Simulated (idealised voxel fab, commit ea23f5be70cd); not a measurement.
Documented hereafter: the process module known as voxel self aligned contacts.
We display cut, a cross-section 285 nm in width whose square cells are each 5 nm.
Cross-section = grid of square cells, listed top down in bands; band = one or more rows. Top height, bottom height, nm. Materials left to right, width each, nm. Single material + "everywhere" = fills band edge to edge. "empty" = empty. The reference from which all heights are counted is 0, the level beneath which the as-received wafer is entirely one material; the lowest band, having no lower bound, proceeds downward and is written after the example "top 0, no bottom". Graded width ("30..40"): value in top row of band = first number; value in bottom row = second number; row-to-row change constant. "changes: none", as given for a step, is the statement that not any cell of the cross-section underwent a change during that step. "Sealed cavities": sealed empty spaces, 8 cells or more, no open way to top, listed width x height at distance, with distance from the left edge and width, height and distance in nm. Past the settings on a step's line: simulator remark, on that step. The setting "overlay nm" may be written on the line of a step. When the step uses a mask, the value reports how far to the right of the planned place the mask lay, and a negative value reports that it lay to the left. The remainder of this document consists of a sequence of paired cross-sections. Each pair presents the cross-section prior to one process step together with the cross-section following it, the latter being rendered only as deep as the lowest band that underwent change. The intervening step, together with its settings, is stated beneath each pair. Because the pairs may originate from different runs of this module on the same starting wafer, a given pair is to be read as continuing from the preceding pair only where its entry headed "Pre-step" so indicates.

### Pre-step
- top 0, no bottom  Si everywhere
- Sealed cavities: none

### After the Step
- top 0, bottom -5  SiO2 everywhere
- Rest of section, below -5: as before.
- Sealed cavities: none
For reference, the processing step occurring between the two cross-sections presented above is as follows: OXIDIZE | depth nm 5

Pre-step: cross-section not repeated; it is the one shown after the step in the pair just above.

### After the Step
- top 30, bottom 0  polySi everywhere
- Rest of section, below 0: as before.
- Sealed cavities: none
For reference, the processing step occurring between the two cross-sections presented above is as follows: DIRECTIONAL_DEP | material polySi | thk nm 30

Pre-step: cross-section not repeated; it is the one shown after the step in the pair just above.

### After the Step
- top 50, bottom 30  SiN everywhere
- Rest of section, below 30: as before.
- Sealed cavities: none
For reference, the processing step occurring between the two cross-sections presented above is as follows: DIRECTIONAL_DEP | material SiN | thk nm 20

Pre-step: cross-section not repeated; it is the one shown after the step in the pair just above.

### After the Step
- top 50, bottom 30  empty 60 nm; SiN 25 nm; empty 45 nm; SiN 25 nm; empty 45 nm; SiN 25 nm; empty 60 nm
- Rest of section, below 30: as before.
- Sealed cavities: none
For reference, the processing step occurring between the two cross-sections presented above is as follows: MASKED_ETCH | tone cover | mask id GATE | width nm 25 | pitch nm 70 | etch materials SiN | depth nm 20 | overlay nm 0

Pre-step: cross-section not repeated; it is the one shown after the step in the pair just above.

### After the Step
- top 50, bottom 30  empty 60 nm; SiN 25 nm; empty 45 nm; SiN 25 nm; empty 45 nm; SiN 25 nm; empty 60 nm
- top 30, bottom 0  empty 60 nm; polySi 25 nm; empty 45 nm; polySi 25 nm; empty 45 nm; polySi 25 nm; empty 60 nm
- Rest of section, below 0: as before.
- Sealed cavities: none
For reference, the processing step occurring between the two cross-sections presented above is as follows: MASKED_ETCH | tone cover | mask id GATE | width nm 25 | pitch nm 70 | etch materials polySi | depth nm 30 | overlay nm 0

Pre-step: cross-section not repeated; it is the one shown after the step in the pair just above.

### After the Step
- top 60, bottom 30  empty 50 nm; SiN 45 nm; empty 25 nm; SiN 45 nm; empty 25 nm; SiN 45 nm; empty 50 nm
- top 30, bottom 10  empty 50 nm; SiN 10 nm; polySi 25 nm; SiN 10 nm; empty 25 nm; SiN 10 nm; polySi 25 nm; SiN 10 nm; empty 25 nm; SiN 10 nm; polySi 25 nm; SiN 10 nm; empty 50 nm
- top 10, bottom 0  SiN 60 nm; polySi 25 nm; SiN 45 nm; polySi 25 nm; SiN 45 nm; polySi 25 nm; SiN 60 nm
- Rest of section, below 0: as before.
- Sealed cavities: none
For reference, the processing step occurring between the two cross-sections presented above is as follows: CONFORMAL_DEP | material SiN | thk nm 10

Pre-step: cross-section not repeated; it is the one shown after the step in the pair just above.

### After the Step
- top 50, bottom 30  empty 50 nm; SiN 45 nm; empty 25 nm; SiN 45 nm; empty 25 nm; SiN 45 nm; empty 50 nm
- top 30, bottom 0  empty 50 nm; SiN 10 nm; polySi 25 nm; SiN 10 nm; empty 25 nm; SiN 10 nm; polySi 25 nm; SiN 10 nm; empty 25 nm; SiN 10 nm; polySi 25 nm; SiN 10 nm; empty 50 nm
- Rest of section, below 0: as before.
- Sealed cavities: none
For reference, the processing step occurring between the two cross-sections presented above is as follows: DIRECTIONAL_ETCH | etch materials SiN | depth nm 10

Pre-step: cross-section not repeated; it is the one shown after the step in the pair just above.

### After the Step
- top 70, bottom 50  SiO2 everywhere
- top 50, bottom 30  SiO2 50 nm; SiN 45 nm; SiO2 25 nm; SiN 45 nm; SiO2 25 nm; SiN 45 nm; SiO2 50 nm
- top 30, bottom 0  SiO2 50 nm; SiN 10 nm; polySi 25 nm; SiN 10 nm; SiO2 25 nm; SiN 10 nm; polySi 25 nm; SiN 10 nm; SiO2 25 nm; SiN 10 nm; polySi 25 nm; SiN 10 nm; SiO2 50 nm
- Rest of section, below 0: as before.
- Sealed cavities: none
For reference, the processing step occurring between the two cross-sections presented above is as follows: FILL_DEP | material SiO2 | thk nm 20

Pre-step: cross-section not repeated; it is the one shown after the step in the pair just above.

### After the Step
- top 60, bottom 50  SiO2 everywhere
- Rest of section, below 50: as before.
- Sealed cavities: none
For reference, the processing step occurring between the two cross-sections presented above is as follows: CMP | height nm 60

Pre-step: cross-section not repeated; it is the one shown after the step in the pair just above.

### After the Step
- top 70, bottom 60  aC everywhere
- Rest of section, below 60: as before.
- Sealed cavities: none
For reference, the processing step occurring between the two cross-sections presented above is as follows: DIRECTIONAL_DEP | material aC | thk nm 10

Pre-step: cross-section not repeated; it is the one shown after the step in the pair just above.

### After the Step
- top 100, bottom 70  resist 80 nm; empty 55 nm; resist 15 nm; empty 55 nm; resist 80 nm
- Rest of section, below 70: as before.
- Sealed cavities: none
For reference, the processing step occurring between the two cross-sections presented above is as follows: PATTERN | tone open | mask id CONTACT | material resist | width nm 55 | pitch nm 70 | thk nm 30 | overlay nm 0

Pre-step: cross-section not repeated; it is the one shown after the step in the pair just above.

### After the Step
- top 90, bottom 70  resist 80 nm; empty 55 nm; resist 15 nm; empty 55 nm; resist 80 nm
- top 70, bottom 60  aC 80 nm; empty 55 nm; aC 15 nm; empty 55 nm; aC 80 nm
- Rest of section, below 60: as before.
- Sealed cavities: none
For reference, the processing step occurring between the two cross-sections presented above is as follows: DIRECTIONAL_ETCH | etch materials aC | depth nm 10

Pre-step: cross-section not repeated; it is the one shown after the step in the pair just above.

### After the Step
- top 70, bottom 60  aC 80 nm; empty 55 nm; aC 15 nm; empty 55 nm; aC 80 nm
- Rest of section, below 60: as before.
- Sealed cavities: none
For reference, the processing step occurring between the two cross-sections presented above is as follows: STRIP | etch materials resist

Pre-step: cross-section not repeated; it is the one shown after the step in the pair just above.

### After the Step
- top 70, bottom 60  aC 80 nm; empty 55 nm; aC 15 nm; empty 55 nm; aC 80 nm
- top 60, bottom 50  SiO2 80 nm; empty 55 nm; SiO2 15 nm; empty 55 nm; SiO2 80 nm
- top 50, bottom 30  SiO2 50 nm; SiN 45 nm; empty 25 nm; SiN 45 nm; empty 25 nm; SiN 45 nm; SiO2 50 nm
- top 30, bottom 0  SiO2 50 nm; SiN 10 nm; polySi 25 nm; SiN 10 nm; empty 25 nm; SiN 10 nm; polySi 25 nm; SiN 10 nm; empty 25 nm; SiN 10 nm; polySi 25 nm; SiN 10 nm; SiO2 50 nm
- top 0, bottom -5  SiO2 95 nm; empty 25 nm; SiO2 45 nm; empty 25 nm; SiO2 95 nm
- Rest of section, below -5: as before.
- Sealed cavities: none
For reference, the processing step occurring between the two cross-sections presented above is as follows: DIRECTIONAL_ETCH | etch materials SiO2 | depth nm 65

Pre-step: cross-section not repeated; it is the one shown after the step in the pair just above.

### After the Step
- top 60, bottom 50  SiO2 80 nm; empty 55 nm; SiO2 15 nm; empty 55 nm; SiO2 80 nm
- Rest of section, below 50: as before.
- Sealed cavities: none
For reference, the processing step occurring between the two cross-sections presented above is as follows: STRIP | etch materials aC

Pre-step: cross-section not repeated; it is the one shown after the step in the pair just above.

### After the Step
- top 65, bottom 60  TiN 85 nm; empty 45 nm; TiN 25 nm; empty 45 nm; TiN 85 nm
- top 60, bottom 50  SiO2 80 nm; TiN 5..20 nm; empty 45..15 nm; TiN 5..20 nm; SiO2 15 nm; TiN 5..20 nm; empty 45..15 nm; TiN 5..20 nm; SiO2 80 nm
- top 50, bottom 30  SiO2 50 nm; SiN 45 nm; TiN 5 nm; empty 15 nm; TiN 5 nm; SiN 45 nm; TiN 5 nm; empty 15 nm; TiN 5 nm; SiN 45 nm; SiO2 50 nm
- top 30, bottom 0  SiO2 50 nm; SiN 10 nm; polySi 25 nm; SiN 10 nm; TiN 5 nm; empty 15 nm; TiN 5 nm; SiN 10 nm; polySi 25 nm; SiN 10 nm; TiN 5 nm; empty 15 nm; TiN 5 nm; SiN 10 nm; polySi 25 nm; SiN 10 nm; SiO2 50 nm
- top 0, bottom -5  SiO2 95 nm; TiN 25 nm; SiO2 45 nm; TiN 25 nm; SiO2 95 nm
- Rest of section, below -5: as before.
- Sealed cavities: none
For reference, the processing step occurring between the two cross-sections presented above is as follows: CONFORMAL_DEP | material TiN | thk nm 5

Pre-step: cross-section not repeated; it is the one shown after the step in the pair just above.

### After the Step
- top 75, bottom 65  W everywhere
- top 65, bottom 60  TiN 85 nm; W 45 nm; TiN 25 nm; W 45 nm; TiN 85 nm
- top 60, bottom 50  SiO2 80 nm; TiN 5..20 nm; W 45..15 nm; TiN 5..20 nm; SiO2 15 nm; TiN 5..20 nm; W 45..15 nm; TiN 5..20 nm; SiO2 80 nm
- top 50, bottom 30  SiO2 50 nm; SiN 45 nm; TiN 5 nm; W 15 nm; TiN 5 nm; SiN 45 nm; TiN 5 nm; W 15 nm; TiN 5 nm; SiN 45 nm; SiO2 50 nm
- top 30, bottom 0  SiO2 50 nm; SiN 10 nm; polySi 25 nm; SiN 10 nm; TiN 5 nm; W 15 nm; TiN 5 nm; SiN 10 nm; polySi 25 nm; SiN 10 nm; TiN 5 nm; W 15 nm; TiN 5 nm; SiN 10 nm; polySi 25 nm; SiN 10 nm; SiO2 50 nm
- Rest of section, below 0: as before.
- Sealed cavities: none
For reference, the processing step occurring between the two cross-sections presented above is as follows: FILL_DEP | material W | thk nm 10

Pre-step: cross-section not repeated; it is the one shown after the step in the pair just above.

### After the Step
- top 60, bottom 50  SiO2 80 nm; TiN 5..20 nm; W 45..15 nm; TiN 5..20 nm; SiO2 15 nm; TiN 5..20 nm; W 45..15 nm; TiN 5..20 nm; SiO2 80 nm
- Rest of section, below 50: as before.
- Sealed cavities: none
For reference, the processing step occurring between the two cross-sections presented above is as follows: CMP | height nm 60

Pre-step: cross-section not repeated; it is the one shown after the step in the pair just above.

### After the Step
- top 65, bottom 60  SiN everywhere
- Rest of section, below 60: as before.
- Sealed cavities: none
For reference, the processing step occurring between the two cross-sections presented above is as follows: CONFORMAL_DEP | material SiN | thk nm 5

### Pre-step
- top 75, bottom 65  W everywhere
- top 65, bottom 60  TiN 85 nm; W 45 nm; TiN 25 nm; W 45 nm; TiN 85 nm
- top 60, bottom 50  SiO2 80 nm; TiN 5..20 nm; W 45..15 nm; TiN 5..20 nm; SiO2 15 nm; TiN 5..20 nm; W 45..15 nm; TiN 5..20 nm; SiO2 80 nm
- top 50, bottom 30  SiO2 50 nm; SiN 45 nm; TiN 5 nm; W 15 nm; TiN 5 nm; SiN 45 nm; TiN 5 nm; W 15 nm; TiN 5 nm; SiN 45 nm; SiO2 50 nm
- top 30, bottom 0  SiO2 50 nm; SiN 10 nm; polySi 25 nm; SiN 10 nm; TiN 5 nm; W 15 nm; TiN 5 nm; SiN 10 nm; polySi 25 nm; SiN 10 nm; TiN 5 nm; W 15 nm; TiN 5 nm; SiN 10 nm; polySi 25 nm; SiN 10 nm; SiO2 50 nm
- top 0, bottom -5  SiO2 95 nm; TiN 25 nm; SiO2 45 nm; TiN 25 nm; SiO2 95 nm
- top -5, no bottom  Si everywhere
- Sealed cavities: none

### After the Step
- top 80, bottom 75  SiN everywhere
- Rest of section, below 75: as before.
- Sealed cavities: none
For reference, the processing step occurring between the two cross-sections presented above is as follows: CONFORMAL_DEP | material SiN | thk nm 5

### Pre-step
- top 30, bottom 0  polySi everywhere
- top 0, bottom -5  SiO2 everywhere
- top -5, no bottom  Si everywhere
- Sealed cavities: none

### After the Step
- top 60, bottom 0  polySi everywhere
- Rest of section, below 0: as before.
- Sealed cavities: none
For reference, the processing step occurring between the two cross-sections presented above is as follows: DIRECTIONAL_DEP | material polySi | thk nm 30

Pre-step: cross-section not repeated; it is the one shown after the step in the pair just above.

### After the Step
- top 80, bottom 60  SiN everywhere
- Rest of section, below 60: as before.
- Sealed cavities: none
For reference, the processing step occurring between the two cross-sections presented above is as follows: DIRECTIONAL_DEP | material SiN | thk nm 20

Pre-step: cross-section not repeated; it is the one shown after the step in the pair just above.

### After the Step
- top 80, bottom 60  empty 60 nm; SiN 25 nm; empty 45 nm; SiN 25 nm; empty 45 nm; SiN 25 nm; empty 60 nm
- Rest of section, below 60: as before.
- Sealed cavities: none
For reference, the processing step occurring between the two cross-sections presented above is as follows: MASKED_ETCH | tone cover | mask id GATE | width nm 25 | pitch nm 70 | etch materials SiN | depth nm 20 | overlay nm 0

Pre-step: cross-section not repeated; it is the one shown after the step in the pair just above.

### After the Step
- top 80, bottom 60  empty 60 nm; SiN 25 nm; empty 45 nm; SiN 25 nm; empty 45 nm; SiN 25 nm; empty 60 nm
- top 60, bottom 30  empty 60 nm; polySi 25 nm; empty 45 nm; polySi 25 nm; empty 45 nm; polySi 25 nm; empty 60 nm
- Rest of section, below 30: as before.
- Sealed cavities: none
For reference, the processing step occurring between the two cross-sections presented above is as follows: MASKED_ETCH | tone cover | mask id GATE | width nm 25 | pitch nm 70 | etch materials polySi | depth nm 30 | overlay nm 0

Pre-step: cross-section not repeated; it is the one shown after the step in the pair just above.

### After the Step
- top 90, bottom 60  empty 50 nm; SiN 45 nm; empty 25 nm; SiN 45 nm; empty 25 nm; SiN 45 nm; empty 50 nm
- top 60, bottom 40  empty 50 nm; SiN 10 nm; polySi 25 nm; SiN 10 nm; empty 25 nm; SiN 10 nm; polySi 25 nm; SiN 10 nm; empty 25 nm; SiN 10 nm; polySi 25 nm; SiN 10 nm; empty 50 nm
- top 40, bottom 30  SiN 60 nm; polySi 25 nm; SiN 45 nm; polySi 25 nm; SiN 45 nm; polySi 25 nm; SiN 60 nm
- Rest of section, below 30: as before.
- Sealed cavities: none
For reference, the processing step occurring between the two cross-sections presented above is as follows: CONFORMAL_DEP | material SiN | thk nm 10

Pre-step: cross-section not repeated; it is the one shown after the step in the pair just above.

### After the Step
- top 80, bottom 60  empty 50 nm; SiN 45 nm; empty 25 nm; SiN 45 nm; empty 25 nm; SiN 45 nm; empty 50 nm
- top 60, bottom 30  empty 50 nm; SiN 10 nm; polySi 25 nm; SiN 10 nm; empty 25 nm; SiN 10 nm; polySi 25 nm; SiN 10 nm; empty 25 nm; SiN 10 nm; polySi 25 nm; SiN 10 nm; empty 50 nm
- Rest of section, below 30: as before.
- Sealed cavities: none
For reference, the processing step occurring between the two cross-sections presented above is as follows: DIRECTIONAL_ETCH | etch materials SiN | depth nm 10

Pre-step: cross-section not repeated; it is the one shown after the step in the pair just above.

### After the Step
- top 100, bottom 80  SiO2 everywhere
- top 80, bottom 60  SiO2 50 nm; SiN 45 nm; SiO2 25 nm; SiN 45 nm; SiO2 25 nm; SiN 45 nm; SiO2 50 nm
- top 60, bottom 30  SiO2 50 nm; SiN 10 nm; polySi 25 nm; SiN 10 nm; SiO2 25 nm; SiN 10 nm; polySi 25 nm; SiN 10 nm; SiO2 25 nm; SiN 10 nm; polySi 25 nm; SiN 10 nm; SiO2 50 nm
- Rest of section, below 30: as before.
- Sealed cavities: none
For reference, the processing step occurring between the two cross-sections presented above is as follows: FILL_DEP | material SiO2 | thk nm 20

Pre-step: cross-section not repeated; it is the one shown after the step in the pair just above.

### After the Step
- top 60, bottom 30  SiO2 50 nm; SiN 10 nm; polySi 25 nm; SiN 10 nm; SiO2 25 nm; SiN 10 nm; polySi 25 nm; SiN 10 nm; SiO2 25 nm; SiN 10 nm; polySi 25 nm; SiN 10 nm; SiO2 50 nm
- Rest of section, below 30: as before.
- Sealed cavities: none
For reference, the processing step occurring between the two cross-sections presented above is as follows: CMP | height nm 60

Pre-step: cross-section not repeated; it is the one shown after the step in the pair just above.

### After the Step
- top 70, bottom 60  aC everywhere
- Rest of section, below 60: as before.
- Sealed cavities: none
For reference, the processing step occurring between the two cross-sections presented above is as follows: DIRECTIONAL_DEP | material aC | thk nm 10

Pre-step: cross-section not repeated; it is the one shown after the step in the pair just above.

### After the Step
- top 100, bottom 70  resist 80 nm; empty 55 nm; resist 15 nm; empty 55 nm; resist 80 nm
- Rest of section, below 70: as before.
- Sealed cavities: none
For reference, the processing step occurring between the two cross-sections presented above is as follows: PATTERN | tone open | mask id CONTACT | material resist | width nm 55 | pitch nm 70 | thk nm 30 | overlay nm 0

Pre-step: cross-section not repeated; it is the one shown after the step in the pair just above.

### After the Step
- top 90, bottom 70  resist 80 nm; empty 55 nm; resist 15 nm; empty 55 nm; resist 80 nm
- top 70, bottom 60  aC 80 nm; empty 55 nm; aC 15 nm; empty 55 nm; aC 80 nm
- Rest of section, below 60: as before.
- Sealed cavities: none
For reference, the processing step occurring between the two cross-sections presented above is as follows: DIRECTIONAL_ETCH | etch materials aC | depth nm 10

Pre-step: cross-section not repeated; it is the one shown after the step in the pair just above.

### After the Step
- top 70, bottom 60  aC 80 nm; empty 55 nm; aC 15 nm; empty 55 nm; aC 80 nm
- Rest of section, below 60: as before.
- Sealed cavities: none
For reference, the processing step occurring between the two cross-sections presented above is as follows: STRIP | etch materials resist

Pre-step: cross-section not repeated; it is the one shown after the step in the pair just above.

### After the Step
- top 70, bottom 60  aC 80 nm; empty 55 nm; aC 15 nm; empty 55 nm; aC 80 nm
- top 60, bottom 30  SiO2 50 nm; SiN 10 nm; polySi 25 nm; SiN 10 nm; empty 25 nm; SiN 10 nm; polySi 25 nm; SiN 10 nm; empty 25 nm; SiN 10 nm; polySi 25 nm; SiN 10 nm; SiO2 50 nm
- Rest of section, below 30: as before.
- Sealed cavities: none
For reference, the processing step occurring between the two cross-sections presented above is as follows: DIRECTIONAL_ETCH | etch materials SiO2 | depth nm 65

Pre-step: cross-section not repeated; it is the one shown after the step in the pair just above.

### After the Step
- top 60, bottom 30  SiO2 50 nm; SiN 10 nm; polySi 25 nm; SiN 10 nm; empty 25 nm; SiN 10 nm; polySi 25 nm; SiN 10 nm; empty 25 nm; SiN 10 nm; polySi 25 nm; SiN 10 nm; SiO2 50 nm
- Rest of section, below 30: as before.
- Sealed cavities: none
For reference, the processing step occurring between the two cross-sections presented above is as follows: STRIP | etch materials aC

Pre-step: cross-section not repeated; it is the one shown after the step in the pair just above.

### After the Step
- top 65, bottom 60  TiN 100 nm; empty 15 nm; TiN 55 nm; empty 15 nm; TiN 100 nm
- top 60, bottom 35  SiO2 50 nm; SiN 10 nm; polySi 25 nm; SiN 10 nm; TiN 5 nm; empty 15 nm; TiN 5 nm; SiN 10 nm; polySi 25 nm; SiN 10 nm; TiN 5 nm; empty 15 nm; TiN 5 nm; SiN 10 nm; polySi 25 nm; SiN 10 nm; SiO2 50 nm
- top 35, bottom 30  SiO2 50 nm; SiN 10 nm; polySi 25 nm; SiN 10 nm; TiN 25 nm; SiN 10 nm; polySi 25 nm; SiN 10 nm; TiN 25 nm; SiN 10 nm; polySi 25 nm; SiN 10 nm; SiO2 50 nm
- Rest of section, below 30: as before.
- Sealed cavities: none
For reference, the processing step occurring between the two cross-sections presented above is as follows: CONFORMAL_DEP | material TiN | thk nm 5

Pre-step: cross-section not repeated; it is the one shown after the step in the pair just above.

### After the Step
- top 75, bottom 65  W everywhere
- top 65, bottom 60  TiN 100 nm; W 15 nm; TiN 55 nm; W 15 nm; TiN 100 nm
- top 60, bottom 35  SiO2 50 nm; SiN 10 nm; polySi 25 nm; SiN 10 nm; TiN 5 nm; W 15 nm; TiN 5 nm; SiN 10 nm; polySi 25 nm; SiN 10 nm; TiN 5 nm; W 15 nm; TiN 5 nm; SiN 10 nm; polySi 25 nm; SiN 10 nm; SiO2 50 nm
- Rest of section, below 35: as before.
- Sealed cavities: none
For reference, the processing step occurring between the two cross-sections presented above is as follows: FILL_DEP | material W | thk nm 10

Pre-step: cross-section not repeated; it is the one shown after the step in the pair just above.

### After the Step
- top 60, bottom 35  SiO2 50 nm; SiN 10 nm; polySi 25 nm; SiN 10 nm; TiN 5 nm; W 15 nm; TiN 5 nm; SiN 10 nm; polySi 25 nm; SiN 10 nm; TiN 5 nm; W 15 nm; TiN 5 nm; SiN 10 nm; polySi 25 nm; SiN 10 nm; SiO2 50 nm
- Rest of section, below 35: as before.
- Sealed cavities: none
For reference, the processing step occurring between the two cross-sections presented above is as follows: CMP | height nm 60

Pre-step: cross-section not repeated; it is the one shown after the step in the pair just above.

### After the Step
- top 65, bottom 60  SiN everywhere
- Rest of section, below 60: as before.
- Sealed cavities: none
For reference, the processing step occurring between the two cross-sections presented above is as follows: CONFORMAL_DEP | material SiN | thk nm 5

### Pre-step
- top 0, no bottom  Si everywhere
- Sealed cavities: none

### After the Step
- top 30, bottom 0  polySi everywhere
- Rest of section, below 0: as before.
- Sealed cavities: none
For reference, the processing step occurring between the two cross-sections presented above is as follows: DIRECTIONAL_DEP | material polySi | thk nm 30

Pre-step: cross-section not repeated; it is the one shown after the step in the pair just above.

### After the Step
- top 30, bottom 25  SiO2 everywhere
- Rest of section, below 25: as before.
- Sealed cavities: none
For reference, the processing step occurring between the two cross-sections presented above is as follows: OXIDIZE | depth nm 5

Pre-step: cross-section not repeated; it is the one shown after the step in the pair just above.

### After the Step
- top 50, bottom 30  SiN everywhere
- Rest of section, below 30: as before.
- Sealed cavities: none
For reference, the processing step occurring between the two cross-sections presented above is as follows: DIRECTIONAL_DEP | material SiN | thk nm 20

Pre-step: cross-section not repeated; it is the one shown after the step in the pair just above.

### After the Step
- top 50, bottom 30  empty 60 nm; SiN 25 nm; empty 45 nm; SiN 25 nm; empty 45 nm; SiN 25 nm; empty 60 nm
- Rest of section, below 30: as before.
- Sealed cavities: none
For reference, the processing step occurring between the two cross-sections presented above is as follows: MASKED_ETCH | tone cover | mask id GATE | width nm 25 | pitch nm 70 | etch materials SiN | depth nm 20 | overlay nm 0

Pre-step: cross-section not repeated; it is the one shown after the step in the pair just above.

### After the Step
- top 60, bottom 40  empty 50 nm; SiN 45 nm; empty 25 nm; SiN 45 nm; empty 25 nm; SiN 45 nm; empty 50 nm
- top 40, bottom 30  SiN everywhere
- Rest of section, below 30: as before.
- Sealed cavities: none
For reference, the processing step occurring between the two cross-sections presented above is as follows: CONFORMAL_DEP | material SiN | thk nm 10

Pre-step: cross-section not repeated; it is the one shown after the step in the pair just above.

### After the Step
- top 50, bottom 30  empty 50 nm; SiN 45 nm; empty 25 nm; SiN 45 nm; empty 25 nm; SiN 45 nm; empty 50 nm
- Rest of section, below 30: as before.
- Sealed cavities: none
For reference, the processing step occurring between the two cross-sections presented above is as follows: DIRECTIONAL_ETCH | etch materials SiN | depth nm 10

Pre-step: cross-section not repeated; it is the one shown after the step in the pair just above.

### After the Step
- top 70, bottom 50  SiO2 everywhere
- top 50, bottom 30  SiO2 50 nm; SiN 45 nm; SiO2 25 nm; SiN 45 nm; SiO2 25 nm; SiN 45 nm; SiO2 50 nm
- Rest of section, below 30: as before.
- Sealed cavities: none
For reference, the processing step occurring between the two cross-sections presented above is as follows: FILL_DEP | material SiO2 | thk nm 20

Pre-step: cross-section not repeated; it is the one shown after the step in the pair just above.

### After the Step
- top 60, bottom 50  SiO2 everywhere
- Rest of section, below 50: as before.
- Sealed cavities: none
For reference, the processing step occurring between the two cross-sections presented above is as follows: CMP | height nm 60

Pre-step: cross-section not repeated; it is the one shown after the step in the pair just above.

### After the Step
- top 70, bottom 60  aC everywhere
- Rest of section, below 60: as before.
- Sealed cavities: none
For reference, the processing step occurring between the two cross-sections presented above is as follows: DIRECTIONAL_DEP | material aC | thk nm 10

Pre-step: cross-section not repeated; it is the one shown after the step in the pair just above.

### After the Step
- top 100, bottom 70  resist 80 nm; empty 55 nm; resist 15 nm; empty 55 nm; resist 80 nm
- Rest of section, below 70: as before.
- Sealed cavities: none
For reference, the processing step occurring between the two cross-sections presented above is as follows: PATTERN | tone open | mask id CONTACT | material resist | width nm 55 | pitch nm 70 | thk nm 30 | overlay nm 0

Pre-step: cross-section not repeated; it is the one shown after the step in the pair just above.

### After the Step
- top 90, bottom 70  resist 80 nm; empty 55 nm; resist 15 nm; empty 55 nm; resist 80 nm
- top 70, bottom 60  aC 80 nm; empty 55 nm; aC 15 nm; empty 55 nm; aC 80 nm
- Rest of section, below 60: as before.
- Sealed cavities: none
For reference, the processing step occurring between the two cross-sections presented above is as follows: DIRECTIONAL_ETCH | etch materials aC | depth nm 10

Pre-step: cross-section not repeated; it is the one shown after the step in the pair just above.

### After the Step
- top 70, bottom 60  aC 80 nm; empty 55 nm; aC 15 nm; empty 55 nm; aC 80 nm
- Rest of section, below 60: as before.
- Sealed cavities: none
For reference, the processing step occurring between the two cross-sections presented above is as follows: STRIP | etch materials resist

Pre-step: cross-section not repeated; it is the one shown after the step in the pair just above.

### After the Step
- top 70, bottom 60  aC 80 nm; empty 55 nm; aC 15 nm; empty 55 nm; aC 80 nm
- top 60, bottom 50  SiO2 80 nm; empty 55 nm; SiO2 15 nm; empty 55 nm; SiO2 80 nm
- top 50, bottom 30  SiO2 50 nm; SiN 45 nm; empty 25 nm; SiN 45 nm; empty 25 nm; SiN 45 nm; SiO2 50 nm
- top 30, bottom 25  SiO2 95 nm; empty 25 nm; SiO2 45 nm; empty 25 nm; SiO2 95 nm
- Rest of section, below 25: as before.
- Sealed cavities: none
For reference, the processing step occurring between the two cross-sections presented above is as follows: DIRECTIONAL_ETCH | etch materials SiO2 | depth nm 65

Pre-step: cross-section not repeated; it is the one shown after the step in the pair just above.

### After the Step
- top 60, bottom 50  SiO2 80 nm; empty 55 nm; SiO2 15 nm; empty 55 nm; SiO2 80 nm
- Rest of section, below 50: as before.
- Sealed cavities: none
For reference, the processing step occurring between the two cross-sections presented above is as follows: STRIP | etch materials aC

Pre-step: cross-section not repeated; it is the one shown after the step in the pair just above.

### After the Step
- top 65, bottom 60  TiN 85 nm; empty 45 nm; TiN 25 nm; empty 45 nm; TiN 85 nm
- top 60, bottom 50  SiO2 80 nm; TiN 5..20 nm; empty 45..15 nm; TiN 5..20 nm; SiO2 15 nm; TiN 5..20 nm; empty 45..15 nm; TiN 5..20 nm; SiO2 80 nm
- top 50, bottom 30  SiO2 50 nm; SiN 45 nm; TiN 5 nm; empty 15 nm; TiN 5 nm; SiN 45 nm; TiN 5 nm; empty 15 nm; TiN 5 nm; SiN 45 nm; SiO2 50 nm
- top 30, bottom 25  SiO2 95 nm; TiN 25 nm; SiO2 45 nm; TiN 25 nm; SiO2 95 nm
- Rest of section, below 25: as before.
- Sealed cavities: none
For reference, the processing step occurring between the two cross-sections presented above is as follows: CONFORMAL_DEP | material TiN | thk nm 5

Pre-step: cross-section not repeated; it is the one shown after the step in the pair just above.

### After the Step
- top 75, bottom 65  W everywhere
- top 65, bottom 60  TiN 85 nm; W 45 nm; TiN 25 nm; W 45 nm; TiN 85 nm
- top 60, bottom 50  SiO2 80 nm; TiN 5..20 nm; W 45..15 nm; TiN 5..20 nm; SiO2 15 nm; TiN 5..20 nm; W 45..15 nm; TiN 5..20 nm; SiO2 80 nm
- top 50, bottom 30  SiO2 50 nm; SiN 45 nm; TiN 5 nm; W 15 nm; TiN 5 nm; SiN 45 nm; TiN 5 nm; W 15 nm; TiN 5 nm; SiN 45 nm; SiO2 50 nm
- Rest of section, below 30: as before.
- Sealed cavities: none
For reference, the processing step occurring between the two cross-sections presented above is as follows: FILL_DEP | material W | thk nm 10

Pre-step: cross-section not repeated; it is the one shown after the step in the pair just above.

### After the Step
- top 60, bottom 50  SiO2 80 nm; TiN 5..20 nm; W 45..15 nm; TiN 5..20 nm; SiO2 15 nm; TiN 5..20 nm; W 45..15 nm; TiN 5..20 nm; SiO2 80 nm
- Rest of section, below 50: as before.
- Sealed cavities: none
For reference, the processing step occurring between the two cross-sections presented above is as follows: CMP | height nm 60

Pre-step: cross-section not repeated; it is the one shown after the step in the pair just above.

### After the Step
- top 65, bottom 60  SiN everywhere
- Rest of section, below 60: as before.
- Sealed cavities: none
For reference, the processing step occurring between the two cross-sections presented above is as follows: CONFORMAL_DEP | material SiN | thk nm 5

### Pre-step
- top 30, bottom 0  polySi everywhere
- top 0, bottom -5  SiO2 everywhere
- top -5, no bottom  Si everywhere
- Sealed cavities: none

### After the Step
- top 55, bottom 30  SiN everywhere
- Rest of section, below 30: as before.
- Sealed cavities: none
For reference, the processing step occurring between the two cross-sections presented above is as follows: DIRECTIONAL_DEP | material SiN | thk nm 25

Pre-step: cross-section not repeated; it is the one shown after the step in the pair just above.

### After the Step
- top 55, bottom 35  empty 60 nm; SiN 25 nm; empty 45 nm; SiN 25 nm; empty 45 nm; SiN 25 nm; empty 60 nm
- Rest of section, below 35: as before.
- Sealed cavities: none
For reference, the processing step occurring between the two cross-sections presented above is as follows: MASKED_ETCH | tone cover | mask id GATE | width nm 25 | pitch nm 70 | etch materials SiN | depth nm 20 | overlay nm 0

Pre-step: cross-section not repeated; it is the one shown after the step in the pair just above.

### After the Step
- top 65, bottom 45  empty 50 nm; SiN 45 nm; empty 25 nm; SiN 45 nm; empty 25 nm; SiN 45 nm; empty 50 nm
- top 45, bottom 30  SiN everywhere
- Rest of section, below 30: as before.
- Sealed cavities: none
For reference, the processing step occurring between the two cross-sections presented above is as follows: CONFORMAL_DEP | material SiN | thk nm 10
